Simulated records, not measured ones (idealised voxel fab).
Process module heading - voxel spacer lines
We display cut, a cross-section 280 nm in width whose square cells are each 5 nm.
Each cross-section below is a grid of square cells, stated as bands in top-down order, with one or more rows of cells making up each band.
The entry gives the band's vertical extent as a top height and a bottom height in nm, then its horizontal make-up as materials from left to right, each with a width in nm. "blank" stands for empty space; a single material marked "everywhere" fills the band edge to edge.
Below 0: as-received wafer, all one material; heights counted from there. Lowest band: no bottom, goes on down, written "0 -> down".
Width "30..40": first value at the band's top row of cells, second value at its bottom row, equal change from row to row.
When a step is marked "identical to before", none of the cells in the cross-section changed during that step.
So "Closed void register" is basically the list of trapped voids: any empty space of 8 cells or more that can't reach the top through an opening. They're written width x height at distance, the distance being from the left edge, and it's all nm.
Whatever follows a step's settings on its line is a remark the simulator itself makes about that step.
Steps that use a mask can have "overlay nm" on their line. It says how far the mask sat to the right of where it was meant to be. Negative means to the left.

-- This section lists the process steps that were planned
1. RECEIVE [material Si]
2. CONFORMAL_DEP [material Al2O3] [thk nm 5]
3. DIRECTIONAL_DEP [material polySi] [thk nm 10]
4. DIRECTIONAL_DEP [material aC] [thk nm 20]
5. PATTERN [tone cover] [mask id MANDREL] [material resist] [width nm 15] [pitch nm 60] [thk nm 30] [overlay nm 0]
6. DIRECTIONAL_ETCH [etch materials aC] [depth nm 20]
7. STRIP [etch materials resist]
8. CONFORMAL_DEP [material SiO2] [thk nm 15]
9. DIRECTIONAL_ETCH [etch materials SiO2] [depth nm 15]
10. STRIP [etch materials aC]
11. DIRECTIONAL_ETCH [etch materials polySi] [depth nm 10]
12. STRIP [etch materials SiO2]

-- Run as planned: first of two wafers

-- The cross-section here shows the wafer as received, i.e. in its state after step 1
* 0 -> down = Si everywhere
* Closed void register: none

-- Once step 2 is through, the wafer looks like this in cross-section
* 5 -> 0 = Al2O3 everywhere
* Whatever lies below 0 is exactly as it was before.

-- Once step 3 is through, the wafer looks like this in cross-section
* 15 -> 5 = polySi everywhere
* Whatever lies below 5 is exactly as it was before.

-- Once step 4 is through, the wafer looks like this in cross-section
* 35 -> 15 = aC everywhere
* Whatever lies below 15 is exactly as it was before.

-- Once step 5 is through, the wafer looks like this in cross-section
* 65 -> 35 = blank (70), resist (15), blank (45), resist (15), blank (45), resist (15), blank (75)
* Whatever lies below 35 is exactly as it was before.

-- Once step 6 is through, the wafer looks like this in cross-section
* 45 -> 35 = blank (70), resist (15), blank (45), resist (15), blank (45), resist (15), blank (75)
* 35 -> 15 = blank (70), aC (15), blank (45), aC (15), blank (45), aC (15), blank (75)
* Whatever lies below 15 is exactly as it was before.

-- Once step 7 is through, the wafer looks like this in cross-section
* 35 -> 15 = blank (70), aC (15), blank (45), aC (15), blank (45), aC (15), blank (75)
* Whatever lies below 15 is exactly as it was before.

-- Once step 8 is through, the wafer looks like this in cross-section
* 50 -> 35 = blank (55), SiO2 (45), blank (15), SiO2 (45), blank (15), SiO2 (45), blank (60)
* 35 -> 30 = blank (55), SiO2 (15), aC (15), SiO2 (15), blank (15), SiO2 (15), aC (15), SiO2 (15), blank (15), SiO2 (15), aC (15), SiO2 (15), blank (60)
* 30 -> 15 = SiO2 (70), aC (15), SiO2 (45), aC (15), SiO2 (45), aC (15), SiO2 (75)
* Whatever lies below 15 is exactly as it was before.

-- Once step 9 is through, the wafer looks like this in cross-section
* 35 -> 15 = blank (55), SiO2 (15), aC (15), SiO2 (15), blank (15), SiO2 (15), aC (15), SiO2 (15), blank (15), SiO2 (15), aC (15), SiO2 (15), blank (60)
* Whatever lies below 15 is exactly as it was before.

-- Once step 10 is through, the wafer looks like this in cross-section
* 35 -> 15 = blank (55), SiO2 (15), blank (15), SiO2 (15), blank (15), SiO2 (15), blank (15), SiO2 (15), blank (15), SiO2 (15), blank (15), SiO2 (15), blank (60)
* Whatever lies below 15 is exactly as it was before.

-- Once step 11 is through, the wafer looks like this in cross-section
* 35 -> 15 = blank (55), SiO2 (15), blank (15), SiO2 (15), blank (15), SiO2 (15), blank (15), SiO2 (15), blank (15), SiO2 (15), blank (15), SiO2 (15), blank (60)
* 15 -> 5 = blank (55), polySi (15), blank (15), polySi (15), blank (15), polySi (15), blank (15), polySi (15), blank (15), polySi (15), blank (15), polySi (15), blank (60)
* Whatever lies below 5 is exactly as it was before.

-- Once step 12 is through, the wafer looks like this in cross-section
* 15 -> 5 = blank (55), polySi (15), blank (15), polySi (15), blank (15), polySi (15), blank (15), polySi (15), blank (15), polySi (15), blank (15), polySi (15), blank (60)
* Whatever lies below 5 is exactly as it was before.

-- Wafer two of the pair: same origin, same plan, one error during the run; identical to wafer one up to and including step 7

-- Second wafer cross-section, taken as of the time the plan sets for step 8 to be done
* 45 -> 35 = blank (60), SiO2 (35), blank (25), SiO2 (35), blank (25), SiO2 (35), blank (65)
* 35 -> 25 = blank (60), SiO2 (10), aC (15), SiO2 (10), blank (25), SiO2 (10), aC (15), SiO2 (10), blank (25), SiO2 (10), aC (15), SiO2 (10), blank (65)
* 25 -> 15 = SiO2 (70), aC (15), SiO2 (45), aC (15), SiO2 (45), aC (15), SiO2 (75)
* Whatever lies below 15 is exactly as it was before.

-- Second wafer cross-section, taken as of the time the plan sets for step 9 to be done
* 35 -> 30 = blank (70), aC (15), blank (45), aC (15), blank (45), aC (15), blank (75)
* 30 -> 15 = blank (60), SiO2 (10), aC (15), SiO2 (10), blank (25), SiO2 (10), aC (15), SiO2 (10), blank (25), SiO2 (10), aC (15), SiO2 (10), blank (65)
* Whatever lies below 15 is exactly as it was before.

-- Second wafer cross-section, taken as of the time the plan sets for step 10 to be done
* 30 -> 15 = blank (60), SiO2 (10), blank (15), SiO2 (10), blank (25), SiO2 (10), blank (15), SiO2 (10), blank (25), SiO2 (10), blank (15), SiO2 (10), blank (65)
* Whatever lies below 15 is exactly as it was before.

-- Second wafer cross-section, taken as of the time the plan sets for step 11 to be done
* 30 -> 15 = blank (60), SiO2 (10), blank (15), SiO2 (10), blank (25), SiO2 (10), blank (15), SiO2 (10), blank (25), SiO2 (10), blank (15), SiO2 (10), blank (65)
* 15 -> 5 = blank (60), polySi (10), blank (15), polySi (10), blank (25), polySi (10), blank (15), polySi (10), blank (25), polySi (10), blank (15), polySi (10), blank (65)
* Whatever lies below 5 is exactly as it was before.

-- Second wafer cross-section, taken as of the time the plan sets for step 12 to be done
* 15 -> 5 = blank (60), polySi (10), blank (15), polySi (10), blank (25), polySi (10), blank (15), polySi (10), blank (25), polySi (10), blank (15), polySi (10), blank (65)
* Whatever lies below 5 is exactly as it was before.
Finding, execution versus plan: note that step 8 departed from the planned setting and was carried out as CONFORMAL_DEP [material SiO2] [thk nm 10]
The closing comparison, in cells, has the second wafer with more or fewer of some materials than the first: polySi: 12 fewer
